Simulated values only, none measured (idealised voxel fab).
process module | voxel transistor to metal
cross-section cut | 190 nm wide | cells 5 nm
A cross-section is a grid of square cells, given in bands from the top down. A band is one or more rows of cells.
Each band's line starts with the height of the band's top and of its bottom, in nm. Then come its materials from left to right, each with its width in nm. One material with "throughout" fills the band from edge to edge. "air" is empty space.
Height 0 is the level under which the wafer as received is all one material. The lowest band goes on downwards, as in "0 down".
A width such as "30 to 40" changes by the same amount from each row of cells to the next, from the band's top row to its bottom row.
"no change" after a step means that no cell of the cross-section changed.
closed voids: empty space of 8 cells or more with no open way to the top, each as width x height at its distance from the left edge, in nm
after a step's settings: what the simulator itself notes on the step
overlay nm, on a step with a mask: how far to the right of its planned place the mask lay; to the left if negative
plan
1 op RECEIVE | material Si
2 op OXIDIZE | depth nm 5
3 op CONFORMAL_DEP | material SiN | thk nm 15
4 op MASKED_ETCH | tone cover | mask id ACTIVE | width nm 135 | etch materials SiN | depth nm 15 | overlay nm 0
5 op MASKED_ETCH | tone cover | mask id ACTIVE | width nm 135 | etch materials SiO2 | depth nm 5 | overlay nm 0
6 op MASKED_ETCH | tone cover | mask id ACTIVE | width nm 135 | etch materials Si | depth nm 20 | overlay nm 0
7 op FILL_DEP | material SiO2 | thk nm 10
8 op CMP | height nm 15
9 op SELECTIVE_ETCH | etch materials SiO2 | depth nm 5
10 op STRIP | etch materials SiN
11 op SELECTIVE_ETCH | etch materials SiO2 | depth nm 5
12 op OXIDIZE | depth nm 5
13 op DIRECTIONAL_DEP | material polySi | thk nm 30
14 op DIRECTIONAL_DEP | material SiCN | thk nm 10
15 op DIRECTIONAL_DEP | material aC | thk nm 15
16 op PATTERN | tone cover | mask id GATE | material resist | width nm 35 | thk nm 30 | overlay nm 0
17 op DIRECTIONAL_ETCH | etch materials aC | depth nm 15
18 op STRIP | etch materials resist
19 op DIRECTIONAL_ETCH | etch materials SiCN | depth nm 20
20 op DIRECTIONAL_ETCH | etch materials polySi | depth nm 40
21 op STRIP | etch materials aC
22 op CONFORMAL_DEP | material SiN | thk nm 5
23 op DIRECTIONAL_ETCH | etch materials SiN | depth nm 5
24 op DIRECTIONAL_ETCH | etch materials SiO2 | depth nm 5
25 op DIRECTIONAL_ETCH | etch materials Si | depth nm 5
26 op EPI | material nSi | thk nm 5
27 op FILL_DEP | material SiO2 | thk nm 10
28 op CMP | height nm 25
29 op STRIP | etch materials polySi
30 op SELECTIVE_ETCH | etch materials SiO2 | depth nm 5
31 op CONFORMAL_DEP | material HfO2 | thk nm 5
32 op CONFORMAL_DEP | material TiN | thk nm 5
33 op FILL_DEP | material W | thk nm 10
34 op CMP | height nm 20
35 op DIRECTIONAL_DEP | material SiO2 | thk nm 15
36 op MASKED_ETCH | tone open | mask id CONTACT | width nm 20 | pitch nm 95 | etch materials SiO2 | depth nm 45 | overlay nm 0
37 op CONFORMAL_DEP | material TiN | thk nm 5
38 op FILL_DEP | material W | thk nm 5
39 op CMP | height nm 35
40 op DIRECTIONAL_DEP | material TiN | thk nm 5
41 op DIRECTIONAL_DEP | material W | thk nm 20
42 op MASKED_ETCH | tone cover | mask id METAL_1 | width nm 20 | pitch nm 95 | etch materials W | depth nm 20 | overlay nm 0
43 op MASKED_ETCH | tone cover | mask id METAL_1 | width nm 20 | pitch nm 95 | etch materials TiN | depth nm 5 | overlay nm 0
44 op FILL_DEP | material lowk | thk nm 10
45 op CMP | height nm 60
46 op CONFORMAL_DEP | material SiCN | thk nm 5
first wafer, as planned
as received, after step 1
  0 down: Si throughout
  closed voids: none
after step 2
  0 to -5: SiO2 throughout
  below -5: unchanged
after step 3
  15 to 0: SiN throughout
  below 0: unchanged
after step 4
  15 to 0: air 25 | SiN 135 | air 30
  below 0: unchanged
after step 5
  15 to 0: air 25 | SiN 135 | air 30
  0 to -5: air 25 | SiO2 135 | air 30
  below -5: unchanged
after step 6
  15 to 0: air 25 | SiN 135 | air 30
  0 to -5: air 25 | SiO2 135 | air 30
  -5 to -25: air 25 | Si 135 | air 30
  below -25: unchanged
after step 7
  25 to 15: SiO2 throughout
  15 to 0: SiO2 25 | SiN 135 | SiO2 30
  0 to -5: SiO2 throughout
  -5 to -25: SiO2 25 | Si 135 | SiO2 30
  below -25: unchanged
after step 8
  15 to 0: SiO2 25 | SiN 135 | SiO2 30
  below 0: unchanged
after step 9
  15 to 10: air 25 | SiN 135 | air 30
  below 10: unchanged
after step 10
  10 to 0: SiO2 25 | air 135 | SiO2 30
  below 0: unchanged
after step 11
  5 to -5: SiO2 20 | air 145 | SiO2 25
  below -5: unchanged
after step 12
  5 to -5: SiO2 20 | air 145 | SiO2 25
  -5 to -10: SiO2 throughout
  below -10: unchanged
after step 13
  35 to 25: polySi 20 | air 145 | polySi 25
  25 to 5: polySi throughout
  5 to -5: SiO2 20 | polySi 145 | SiO2 25
  below -5: unchanged
after step 14
  45 to 35: SiCN 20 | air 145 | SiCN 25
  35 to 25: polySi 20 | SiCN 145 | polySi 25
  below 25: unchanged
after step 15
  60 to 50: aC 20 | air 145 | aC 25
  50 to 45: aC throughout
  45 to 35: SiCN 20 | aC 145 | SiCN 25
  below 35: unchanged
after step 16
  90 to 60: air 75 | resist 35 | air 80
  60 to 50: aC 20 | air 55 | resist 35 | air 55 | aC 25
  below 50: unchanged
after step 17
  75 to 50: air 75 | resist 35 | air 80
  50 to 45: air 75 | aC 35 | air 80
  45 to 35: SiCN 20 | air 55 | aC 35 | air 55 | SiCN 25
  below 35: unchanged
after step 18
  50 to 45: air 75 | aC 35 | air 80
  below 45: unchanged
after step 19
  50 to 35: air 75 | aC 35 | air 80
  35 to 25: polySi 20 | air 55 | SiCN 35 | air 55 | polySi 25
  below 25: unchanged
after step 20
  50 to 35: air 75 | aC 35 | air 80
  35 to 25: air 75 | SiCN 35 | air 80
  25 to 5: air 75 | polySi 35 | air 80
  5 to -5: SiO2 20 | air 55 | polySi 35 | air 55 | SiO2 25
  below -5: unchanged
after step 21
  35 to 25: air 75 | SiCN 35 | air 80
  below 25: unchanged
after step 22
  40 to 35: air 70 | SiN 45 | air 75
  35 to 25: air 70 | SiN 5 | SiCN 35 | SiN 5 | air 75
  25 to 10: air 70 | SiN 5 | polySi 35 | SiN 5 | air 75
  10 to 5: SiN 25 | air 45 | SiN 5 | polySi 35 | SiN 5 | air 45 | SiN 30
  5 to 0: SiO2 20 | SiN 5 | air 45 | SiN 5 | polySi 35 | SiN 5 | air 45 | SiN 5 | SiO2 25
  0 to -5: SiO2 20 | SiN 55 | polySi 35 | SiN 55 | SiO2 25
  below -5: unchanged
after step 23
  35 to 25: air 70 | SiN 5 | SiCN 35 | SiN 5 | air 75
  25 to 5: air 70 | SiN 5 | polySi 35 | SiN 5 | air 75
  5 to -5: SiO2 20 | SiN 5 | air 45 | SiN 5 | polySi 35 | SiN 5 | air 45 | SiN 5 | SiO2 25
  below -5: unchanged
after step 24
  35 to 25: air 70 | SiN 5 | SiCN 35 | SiN 5 | air 75
  25 to 5: air 70 | SiN 5 | polySi 35 | SiN 5 | air 75
  5 to 0: air 20 | SiN 5 | air 45 | SiN 5 | polySi 35 | SiN 5 | air 45 | SiN 5 | air 25
  0 to -5: SiO2 20 | SiN 5 | air 45 | SiN 5 | polySi 35 | SiN 5 | air 45 | SiN 5 | SiO2 25
  -5 to -10: SiO2 25 | air 45 | SiO2 45 | air 45 | SiO2 30
  below -10: unchanged
after step 25
  35 to 25: air 70 | SiN 5 | SiCN 35 | SiN 5 | air 75
  25 to 5: air 70 | SiN 5 | polySi 35 | SiN 5 | air 75
  5 to 0: air 20 | SiN 5 | air 45 | SiN 5 | polySi 35 | SiN 5 | air 45 | SiN 5 | air 25
  0 to -5: SiO2 20 | SiN 5 | air 45 | SiN 5 | polySi 35 | SiN 5 | air 45 | SiN 5 | SiO2 25
  -5 to -10: SiO2 25 | air 45 | SiO2 45 | air 45 | SiO2 30
  -10 to -15: SiO2 25 | air 45 | Si 45 | air 45 | SiO2 30
  below -15: unchanged
after step 26
  35 to 25: air 70 | SiN 5 | SiCN 35 | SiN 5 | air 75
  25 to 5: air 70 | SiN 5 | polySi 35 | SiN 5 | air 75
  5 to 0: air 20 | SiN 5 | air 45 | SiN 5 | polySi 35 | SiN 5 | air 45 | SiN 5 | air 25
  0 to -5: SiO2 20 | SiN 5 | air 45 | SiN 5 | polySi 35 | SiN 5 | air 45 | SiN 5 | SiO2 25
  -5 to -10: SiO2 25 | air 40 | nSi 5 | SiO2 45 | nSi 5 | air 40 | SiO2 30
  -10 to -15: SiO2 25 | nSi 45 | Si 45 | nSi 45 | SiO2 30
  below -15: unchanged
after step 27
  45 to 35: SiO2 throughout
  35 to 25: SiO2 70 | SiN 5 | SiCN 35 | SiN 5 | SiO2 75
  25 to 5: SiO2 70 | SiN 5 | polySi 35 | SiN 5 | SiO2 75
  5 to -5: SiO2 20 | SiN 5 | SiO2 45 | SiN 5 | polySi 35 | SiN 5 | SiO2 45 | SiN 5 | SiO2 25
  -5 to -10: SiO2 65 | nSi 5 | SiO2 45 | nSi 5 | SiO2 70
  below -10: unchanged
after step 28
  25 to 5: SiO2 70 | SiN 5 | polySi 35 | SiN 5 | SiO2 75
  below 5: unchanged
after step 29
  25 to 5: SiO2 70 | SiN 5 | air 35 | SiN 5 | SiO2 75
  5 to -5: SiO2 20 | SiN 5 | SiO2 45 | SiN 5 | air 35 | SiN 5 | SiO2 45 | SiN 5 | SiO2 25
  below -5: unchanged
after step 30
  25 to 20: air 70 | SiN 5 | air 35 | SiN 5 | air 75
  20 to 5: SiO2 70 | SiN 5 | air 35 | SiN 5 | SiO2 75
  5 to -5: SiO2 20 | SiN 5 | SiO2 45 | SiN 5 | air 35 | SiN 5 | SiO2 45 | SiN 5 | SiO2 25
  -5 to -10: SiO2 65 | nSi 5 | air 45 | nSi 5 | SiO2 70
  below -10: unchanged
after step 31
  30 to 25: air 65 | HfO2 15 | air 25 | HfO2 15 | air 70
  25 to 20: HfO2 70 | SiN 5 | HfO2 5 | air 25 | HfO2 5 | SiN 5 | HfO2 75
  20 to 5: SiO2 70 | SiN 5 | HfO2 5 | air 25 | HfO2 5 | SiN 5 | SiO2 75
  5 to -5: SiO2 20 | SiN 5 | SiO2 45 | SiN 5 | HfO2 5 | air 25 | HfO2 5 | SiN 5 | SiO2 45 | SiN 5 | SiO2 25
  -5 to -10: SiO2 65 | nSi 5 | HfO2 45 | nSi 5 | SiO2 70
  below -10: unchanged
after step 32
  35 to 30: air 60 | TiN 25 | air 15 | TiN 25 | air 65
  30 to 25: TiN 65 | HfO2 15 | TiN 5 | air 15 | TiN 5 | HfO2 15 | TiN 70
  25 to 20: HfO2 70 | SiN 5 | HfO2 5 | TiN 5 | air 15 | TiN 5 | HfO2 5 | SiN 5 | HfO2 75
  20 to 5: SiO2 70 | SiN 5 | HfO2 5 | TiN 5 | air 15 | TiN 5 | HfO2 5 | SiN 5 | SiO2 75
  5 to 0: SiO2 20 | SiN 5 | SiO2 45 | SiN 5 | HfO2 5 | TiN 5 | air 15 | TiN 5 | HfO2 5 | SiN 5 | SiO2 45 | SiN 5 | SiO2 25
  0 to -5: SiO2 20 | SiN 5 | SiO2 45 | SiN 5 | HfO2 5 | TiN 25 | HfO2 5 | SiN 5 | SiO2 45 | SiN 5 | SiO2 25
  below -5: unchanged
after step 33
  45 to 35: W throughout
  35 to 30: W 60 | TiN 25 | W 15 | TiN 25 | W 65
  30 to 25: TiN 65 | HfO2 15 | TiN 5 | W 15 | TiN 5 | HfO2 15 | TiN 70
  25 to 20: HfO2 70 | SiN 5 | HfO2 5 | TiN 5 | W 15 | TiN 5 | HfO2 5 | SiN 5 | HfO2 75
  20 to 5: SiO2 70 | SiN 5 | HfO2 5 | TiN 5 | W 15 | TiN 5 | HfO2 5 | SiN 5 | SiO2 75
  5 to 0: SiO2 20 | SiN 5 | SiO2 45 | SiN 5 | HfO2 5 | TiN 5 | W 15 | TiN 5 | HfO2 5 | SiN 5 | SiO2 45 | SiN 5 | SiO2 25
  below 0: unchanged
after step 34
  20 to 5: SiO2 70 | SiN 5 | HfO2 5 | TiN 5 | W 15 | TiN 5 | HfO2 5 | SiN 5 | SiO2 75
  below 5: unchanged
after step 35
  35 to 20: SiO2 throughout
  below 20: unchanged
after step 36
  35 to 20: SiO2 35 | air 20 | SiO2 75 | air 20 | SiO2 40
  20 to 5: SiO2 35 | air 20 | SiO2 15 | SiN 5 | HfO2 5 | TiN 5 | W 15 | TiN 5 | HfO2 5 | SiN 5 | SiO2 15 | air 20 | SiO2 40
  5 to 0: SiO2 20 | SiN 5 | SiO2 10 | air 20 | SiO2 15 | SiN 5 | HfO2 5 | TiN 5 | W 15 | TiN 5 | HfO2 5 | SiN 5 | SiO2 15 | air 20 | SiO2 10 | SiN 5 | SiO2 25
  0 to -5: SiO2 20 | SiN 5 | SiO2 10 | air 20 | SiO2 15 | SiN 5 | HfO2 5 | TiN 25 | HfO2 5 | SiN 5 | SiO2 15 | air 20 | SiO2 10 | SiN 5 | SiO2 25
  -5 to -10: SiO2 35 | air 20 | SiO2 10 | nSi 5 | HfO2 45 | nSi 5 | SiO2 10 | air 20 | SiO2 40
  below -10: unchanged
after step 37
  40 to 35: TiN 40 | air 10 | TiN 85 | air 10 | TiN 45
  35 to 20: SiO2 35 | TiN 5 | air 10 | TiN 5 | SiO2 75 | TiN 5 | air 10 | TiN 5 | SiO2 40
  20 to 5: SiO2 35 | TiN 5 | air 10 | TiN 5 | SiO2 15 | SiN 5 | HfO2 5 | TiN 5 | W 15 | TiN 5 | HfO2 5 | SiN 5 | SiO2 15 | TiN 5 | air 10 | TiN 5 | SiO2 40
  5 to 0: SiO2 20 | SiN 5 | SiO2 10 | TiN 5 | air 10 | TiN 5 | SiO2 15 | SiN 5 | HfO2 5 | TiN 5 | W 15 | TiN 5 | HfO2 5 | SiN 5 | SiO2 15 | TiN 5 | air 10 | TiN 5 | SiO2 10 | SiN 5 | SiO2 25
  0 to -5: SiO2 20 | SiN 5 | SiO2 10 | TiN 5 | air 10 | TiN 5 | SiO2 15 | SiN 5 | HfO2 5 | TiN 25 | HfO2 5 | SiN 5 | SiO2 15 | TiN 5 | air 10 | TiN 5 | SiO2 10 | SiN 5 | SiO2 25
  -5 to -10: SiO2 35 | TiN 20 | SiO2 10 | nSi 5 | HfO2 45 | nSi 5 | SiO2 10 | TiN 20 | SiO2 40
  below -10: unchanged
after step 38
  45 to 40: W throughout
  40 to 35: TiN 40 | W 10 | TiN 85 | W 10 | TiN 45
  35 to 20: SiO2 35 | TiN 5 | W 10 | TiN 5 | SiO2 75 | TiN 5 | W 10 | TiN 5 | SiO2 40
  20 to 5: SiO2 35 | TiN 5 | W 10 | TiN 5 | SiO2 15 | SiN 5 | HfO2 5 | TiN 5 | W 15 | TiN 5 | HfO2 5 | SiN 5 | SiO2 15 | TiN 5 | W 10 | TiN 5 | SiO2 40
  5 to 0: SiO2 20 | SiN 5 | SiO2 10 | TiN 5 | W 10 | TiN 5 | SiO2 15 | SiN 5 | HfO2 5 | TiN 5 | W 15 | TiN 5 | HfO2 5 | SiN 5 | SiO2 15 | TiN 5 | W 10 | TiN 5 | SiO2 10 | SiN 5 | SiO2 25
  0 to -5: SiO2 20 | SiN 5 | SiO2 10 | TiN 5 | W 10 | TiN 5 | SiO2 15 | SiN 5 | HfO2 5 | TiN 25 | HfO2 5 | SiN 5 | SiO2 15 | TiN 5 | W 10 | TiN 5 | SiO2 10 | SiN 5 | SiO2 25
  below -5: unchanged
after step 39
  35 to 20: SiO2 35 | TiN 5 | W 10 | TiN 5 | SiO2 75 | TiN 5 | W 10 | TiN 5 | SiO2 40
  below 20: unchanged
after step 40
  40 to 35: TiN throughout
  below 35: unchanged
after step 41
  60 to 40: W throughout
  below 40: unchanged
after step 42
  60 to 40: air 35 | W 20 | air 75 | W 20 | air 40
  below 40: unchanged
after step 43
  60 to 40: air 35 | W 20 | air 75 | W 20 | air 40
  40 to 35: air 35 | TiN 20 | air 75 | TiN 20 | air 40
  below 35: unchanged
after step 44
  70 to 60: lowk throughout
  60 to 40: lowk 35 | W 20 | lowk 75 | W 20 | lowk 40
  40 to 35: lowk 35 | TiN 20 | lowk 75 | TiN 20 | lowk 40
  below 35: unchanged
after step 45
  60 to 40: lowk 35 | W 20 | lowk 75 | W 20 | lowk 40
  below 40: unchanged
after step 46
  65 to 60: SiCN throughout
  below 60: unchanged
second wafer: like start, like plan, one mistake. Through step 5 it matches the first wafer
when step 6 should have ended
  15 to 0: air 25 | SiN 135 | air 30
  0 to -5: air 25 | SiO2 135 | air 30
  -5 to -45: air 25 | Si 135 | air 30
  below -45: unchanged
when step 7 should have ended
  25 to 15: SiO2 throughout
  15 to 0: SiO2 25 | SiN 135 | SiO2 30
  0 to -5: SiO2 throughout
  -5 to -45: SiO2 25 | Si 135 | SiO2 30
  below -45: unchanged
when step 8 should have ended
  15 to 0: SiO2 25 | SiN 135 | SiO2 30
  below 0: unchanged
when step 9 should have ended
  15 to 10: air 25 | SiN 135 | air 30
  below 10: unchanged
when step 10 should have ended
  10 to 0: SiO2 25 | air 135 | SiO2 30
  below 0: unchanged
when step 11 should have ended
  5 to -5: SiO2 20 | air 145 | SiO2 25
  below -5: unchanged
when step 12 should have ended
  5 to -5: SiO2 20 | air 145 | SiO2 25
  -5 to -10: SiO2 throughout
  below -10: unchanged
when step 13 should have ended
  35 to 25: polySi 20 | air 145 | polySi 25
  25 to 5: polySi throughout
  5 to -5: SiO2 20 | polySi 145 | SiO2 25
  below -5: unchanged
when step 14 should have ended
  45 to 35: SiCN 20 | air 145 | SiCN 25
  35 to 25: polySi 20 | SiCN 145 | polySi 25
  below 25: unchanged
when step 15 should have ended
  60 to 50: aC 20 | air 145 | aC 25
  50 to 45: aC throughout
  45 to 35: SiCN 20 | aC 145 | SiCN 25
  below 35: unchanged
when step 16 should have ended
  90 to 60: air 75 | resist 35 | air 80
  60 to 50: aC 20 | air 55 | resist 35 | air 55 | aC 25
  below 50: unchanged
when step 17 should have ended
  75 to 50: air 75 | resist 35 | air 80
  50 to 45: air 75 | aC 35 | air 80
  45 to 35: SiCN 20 | air 55 | aC 35 | air 55 | SiCN 25
  below 35: unchanged
when step 18 should have ended
  50 to 45: air 75 | aC 35 | air 80
  below 45: unchanged
when step 19 should have ended
  50 to 35: air 75 | aC 35 | air 80
  35 to 25: polySi 20 | air 55 | SiCN 35 | air 55 | polySi 25
  below 25: unchanged
when step 20 should have ended
  50 to 35: air 75 | aC 35 | air 80
  35 to 25: air 75 | SiCN 35 | air 80
  25 to 5: air 75 | polySi 35 | air 80
  5 to -5: SiO2 20 | air 55 | polySi 35 | air 55 | SiO2 25
  below -5: unchanged
when step 21 should have ended
  35 to 25: air 75 | SiCN 35 | air 80
  below 25: unchanged
when step 22 should have ended
  40 to 35: air 70 | SiN 45 | air 75
  35 to 25: air 70 | SiN 5 | SiCN 35 | SiN 5 | air 75
  25 to 10: air 70 | SiN 5 | polySi 35 | SiN 5 | air 75
  10 to 5: SiN 25 | air 45 | SiN 5 | polySi 35 | SiN 5 | air 45 | SiN 30
  5 to 0: SiO2 20 | SiN 5 | air 45 | SiN 5 | polySi 35 | SiN 5 | air 45 | SiN 5 | SiO2 25
  0 to -5: SiO2 20 | SiN 55 | polySi 35 | SiN 55 | SiO2 25
  below -5: unchanged
when step 23 should have ended
  35 to 25: air 70 | SiN 5 | SiCN 35 | SiN 5 | air 75
  25 to 5: air 70 | SiN 5 | polySi 35 | SiN 5 | air 75
  5 to -5: SiO2 20 | SiN 5 | air 45 | SiN 5 | polySi 35 | SiN 5 | air 45 | SiN 5 | SiO2 25
  below -5: unchanged
when step 24 should have ended
  35 to 25: air 70 | SiN 5 | SiCN 35 | SiN 5 | air 75
  25 to 5: air 70 | SiN 5 | polySi 35 | SiN 5 | air 75
  5 to 0: air 20 | SiN 5 | air 45 | SiN 5 | polySi 35 | SiN 5 | air 45 | SiN 5 | air 25
  0 to -5: SiO2 20 | SiN 5 | air 45 | SiN 5 | polySi 35 | SiN 5 | air 45 | SiN 5 | SiO2 25
  -5 to -10: SiO2 25 | air 45 | SiO2 45 | air 45 | SiO2 30
  below -10: unchanged
when step 25 should have ended
  35 to 25: air 70 | SiN 5 | SiCN 35 | SiN 5 | air 75
  25 to 5: air 70 | SiN 5 | polySi 35 | SiN 5 | air 75
  5 to 0: air 20 | SiN 5 | air 45 | SiN 5 | polySi 35 | SiN 5 | air 45 | SiN 5 | air 25
  0 to -5: SiO2 20 | SiN 5 | air 45 | SiN 5 | polySi 35 | SiN 5 | air 45 | SiN 5 | SiO2 25
  -5 to -10: SiO2 25 | air 45 | SiO2 45 | air 45 | SiO2 30
  -10 to -15: SiO2 25 | air 45 | Si 45 | air 45 | SiO2 30
  below -15: unchanged
when step 26 should have ended
  35 to 25: air 70 | SiN 5 | SiCN 35 | SiN 5 | air 75
  25 to 5: air 70 | SiN 5 | polySi 35 | SiN 5 | air 75
  5 to 0: air 20 | SiN 5 | air 45 | SiN 5 | polySi 35 | SiN 5 | air 45 | SiN 5 | air 25
  0 to -5: SiO2 20 | SiN 5 | air 45 | SiN 5 | polySi 35 | SiN 5 | air 45 | SiN 5 | SiO2 25
  -5 to -10: SiO2 25 | air 40 | nSi 5 | SiO2 45 | nSi 5 | air 40 | SiO2 30
  -10 to -15: SiO2 25 | nSi 45 | Si 45 | nSi 45 | SiO2 30
  below -15: unchanged
when step 27 should have ended
  45 to 35: SiO2 throughout
  35 to 25: SiO2 70 | SiN 5 | SiCN 35 | SiN 5 | SiO2 75
  25 to 5: SiO2 70 | SiN 5 | polySi 35 | SiN 5 | SiO2 75
  5 to -5: SiO2 20 | SiN 5 | SiO2 45 | SiN 5 | polySi 35 | SiN 5 | SiO2 45 | SiN 5 | SiO2 25
  -5 to -10: SiO2 65 | nSi 5 | SiO2 45 | nSi 5 | SiO2 70
  below -10: unchanged
when step 28 should have ended
  25 to 5: SiO2 70 | SiN 5 | polySi 35 | SiN 5 | SiO2 75
  below 5: unchanged
when step 29 should have ended
  25 to 5: SiO2 70 | SiN 5 | air 35 | SiN 5 | SiO2 75
  5 to -5: SiO2 20 | SiN 5 | SiO2 45 | SiN 5 | air 35 | SiN 5 | SiO2 45 | SiN 5 | SiO2 25
  below -5: unchanged
when step 30 should have ended
  25 to 20: air 70 | SiN 5 | air 35 | SiN 5 | air 75
  20 to 5: SiO2 70 | SiN 5 | air 35 | SiN 5 | SiO2 75
  5 to -5: SiO2 20 | SiN 5 | SiO2 45 | SiN 5 | air 35 | SiN 5 | SiO2 45 | SiN 5 | SiO2 25
  -5 to -10: SiO2 65 | nSi 5 | air 45 | nSi 5 | SiO2 70
  below -10: unchanged
when step 31 should have ended
  30 to 25: air 65 | HfO2 15 | air 25 | HfO2 15 | air 70
  25 to 20: HfO2 70 | SiN 5 | HfO2 5 | air 25 | HfO2 5 | SiN 5 | HfO2 75
  20 to 5: SiO2 70 | SiN 5 | HfO2 5 | air 25 | HfO2 5 | SiN 5 | SiO2 75
  5 to -5: SiO2 20 | SiN 5 | SiO2 45 | SiN 5 | HfO2 5 | air 25 | HfO2 5 | SiN 5 | SiO2 45 | SiN 5 | SiO2 25
  -5 to -10: SiO2 65 | nSi 5 | HfO2 45 | nSi 5 | SiO2 70
  below -10: unchanged
when step 32 should have ended
  35 to 30: air 60 | TiN 25 | air 15 | TiN 25 | air 65
  30 to 25: TiN 65 | HfO2 15 | TiN 5 | air 15 | TiN 5 | HfO2 15 | TiN 70
  25 to 20: HfO2 70 | SiN 5 | HfO2 5 | TiN 5 | air 15 | TiN 5 | HfO2 5 | SiN 5 | HfO2 75
  20 to 5: SiO2 70 | SiN 5 | HfO2 5 | TiN 5 | air 15 | TiN 5 | HfO2 5 | SiN 5 | SiO2 75
  5 to 0: SiO2 20 | SiN 5 | SiO2 45 | SiN 5 | HfO2 5 | TiN 5 | air 15 | TiN 5 | HfO2 5 | SiN 5 | SiO2 45 | SiN 5 | SiO2 25
  0 to -5: SiO2 20 | SiN 5 | SiO2 45 | SiN 5 | HfO2 5 | TiN 25 | HfO2 5 | SiN 5 | SiO2 45 | SiN 5 | SiO2 25
  below -5: unchanged
when step 33 should have ended
  45 to 35: W throughout
  35 to 30: W 60 | TiN 25 | W 15 | TiN 25 | W 65
  30 to 25: TiN 65 | HfO2 15 | TiN 5 | W 15 | TiN 5 | HfO2 15 | TiN 70
  25 to 20: HfO2 70 | SiN 5 | HfO2 5 | TiN 5 | W 15 | TiN 5 | HfO2 5 | SiN 5 | HfO2 75
  20 to 5: SiO2 70 | SiN 5 | HfO2 5 | TiN 5 | W 15 | TiN 5 | HfO2 5 | SiN 5 | SiO2 75
  5 to 0: SiO2 20 | SiN 5 | SiO2 45 | SiN 5 | HfO2 5 | TiN 5 | W 15 | TiN 5 | HfO2 5 | SiN 5 | SiO2 45 | SiN 5 | SiO2 25
  below 0: unchanged
when step 34 should have ended
  20 to 5: SiO2 70 | SiN 5 | HfO2 5 | TiN 5 | W 15 | TiN 5 | HfO2 5 | SiN 5 | SiO2 75
  below 5: unchanged
when step 35 should have ended
  35 to 20: SiO2 throughout
  below 20: unchanged
when step 36 should have ended
  35 to 20: SiO2 35 | air 20 | SiO2 75 | air 20 | SiO2 40
  20 to 5: SiO2 35 | air 20 | SiO2 15 | SiN 5 | HfO2 5 | TiN 5 | W 15 | TiN 5 | HfO2 5 | SiN 5 | SiO2 15 | air 20 | SiO2 40
  5 to 0: SiO2 20 | SiN 5 | SiO2 10 | air 20 | SiO2 15 | SiN 5 | HfO2 5 | TiN 5 | W 15 | TiN 5 | HfO2 5 | SiN 5 | SiO2 15 | air 20 | SiO2 10 | SiN 5 | SiO2 25
  0 to -5: SiO2 20 | SiN 5 | SiO2 10 | air 20 | SiO2 15 | SiN 5 | HfO2 5 | TiN 25 | HfO2 5 | SiN 5 | SiO2 15 | air 20 | SiO2 10 | SiN 5 | SiO2 25
  -5 to -10: SiO2 35 | air 20 | SiO2 10 | nSi 5 | HfO2 45 | nSi 5 | SiO2 10 | air 20 | SiO2 40
  below -10: unchanged
when step 37 should have ended
  40 to 35: TiN 40 | air 10 | TiN 85 | air 10 | TiN 45
  35 to 20: SiO2 35 | TiN 5 | air 10 | TiN 5 | SiO2 75 | TiN 5 | air 10 | TiN 5 | SiO2 40
  20 to 5: SiO2 35 | TiN 5 | air 10 | TiN 5 | SiO2 15 | SiN 5 | HfO2 5 | TiN 5 | W 15 | TiN 5 | HfO2 5 | SiN 5 | SiO2 15 | TiN 5 | air 10 | TiN 5 | SiO2 40
  5 to 0: SiO2 20 | SiN 5 | SiO2 10 | TiN 5 | air 10 | TiN 5 | SiO2 15 | SiN 5 | HfO2 5 | TiN 5 | W 15 | TiN 5 | HfO2 5 | SiN 5 | SiO2 15 | TiN 5 | air 10 | TiN 5 | SiO2 10 | SiN 5 | SiO2 25
  0 to -5: SiO2 20 | SiN 5 | SiO2 10 | TiN 5 | air 10 | TiN 5 | SiO2 15 | SiN 5 | HfO2 5 | TiN 25 | HfO2 5 | SiN 5 | SiO2 15 | TiN 5 | air 10 | TiN 5 | SiO2 10 | SiN 5 | SiO2 25
  -5 to -10: SiO2 35 | TiN 20 | SiO2 10 | nSi 5 | HfO2 45 | nSi 5 | SiO2 10 | TiN 20 | SiO2 40
  below -10: unchanged
when step 38 should have ended
  45 to 40: W throughout
  40 to 35: TiN 40 | W 10 | TiN 85 | W 10 | TiN 45
  35 to 20: SiO2 35 | TiN 5 | W 10 | TiN 5 | SiO2 75 | TiN 5 | W 10 | TiN 5 | SiO2 40
  20 to 5: SiO2 35 | TiN 5 | W 10 | TiN 5 | SiO2 15 | SiN 5 | HfO2 5 | TiN 5 | W 15 | TiN 5 | HfO2 5 | SiN 5 | SiO2 15 | TiN 5 | W 10 | TiN 5 | SiO2 40
  5 to 0: SiO2 20 | SiN 5 | SiO2 10 | TiN 5 | W 10 | TiN 5 | SiO2 15 | SiN 5 | HfO2 5 | TiN 5 | W 15 | TiN 5 | HfO2 5 | SiN 5 | SiO2 15 | TiN 5 | W 10 | TiN 5 | SiO2 10 | SiN 5 | SiO2 25
  0 to -5: SiO2 20 | SiN 5 | SiO2 10 | TiN 5 | W 10 | TiN 5 | SiO2 15 | SiN 5 | HfO2 5 | TiN 25 | HfO2 5 | SiN 5 | SiO2 15 | TiN 5 | W 10 | TiN 5 | SiO2 10 | SiN 5 | SiO2 25
  below -5: unchanged
when step 39 should have ended
  35 to 20: SiO2 35 | TiN 5 | W 10 | TiN 5 | SiO2 75 | TiN 5 | W 10 | TiN 5 | SiO2 40
  below 20: unchanged
when step 40 should have ended
  40 to 35: TiN throughout
  below 35: unchanged
when step 41 should have ended
  60 to 40: W throughout
  below 40: unchanged
when step 42 should have ended
  60 to 40: air 35 | W 20 | air 75 | W 20 | air 40
  below 40: unchanged
when step 43 should have ended
  60 to 40: air 35 | W 20 | air 75 | W 20 | air 40
  40 to 35: air 35 | TiN 20 | air 75 | TiN 20 | air 40
  below 35: unchanged
when step 44 should have ended
  70 to 60: lowk throughout
  60 to 40: lowk 35 | W 20 | lowk 75 | W 20 | lowk 40
  40 to 35: lowk 35 | TiN 20 | lowk 75 | TiN 20 | lowk 40
  below 35: unchanged
when step 45 should have ended
  60 to 40: lowk 35 | W 20 | lowk 75 | W 20 | lowk 40
  below 40: unchanged
when step 46 should have ended
  65 to 60: SiCN throughout
  below 60: unchanged
what went wrong: step 6 was run twice
at the end the second wafer has, in cells: 44 fewer of Si | 44 more of SiO2
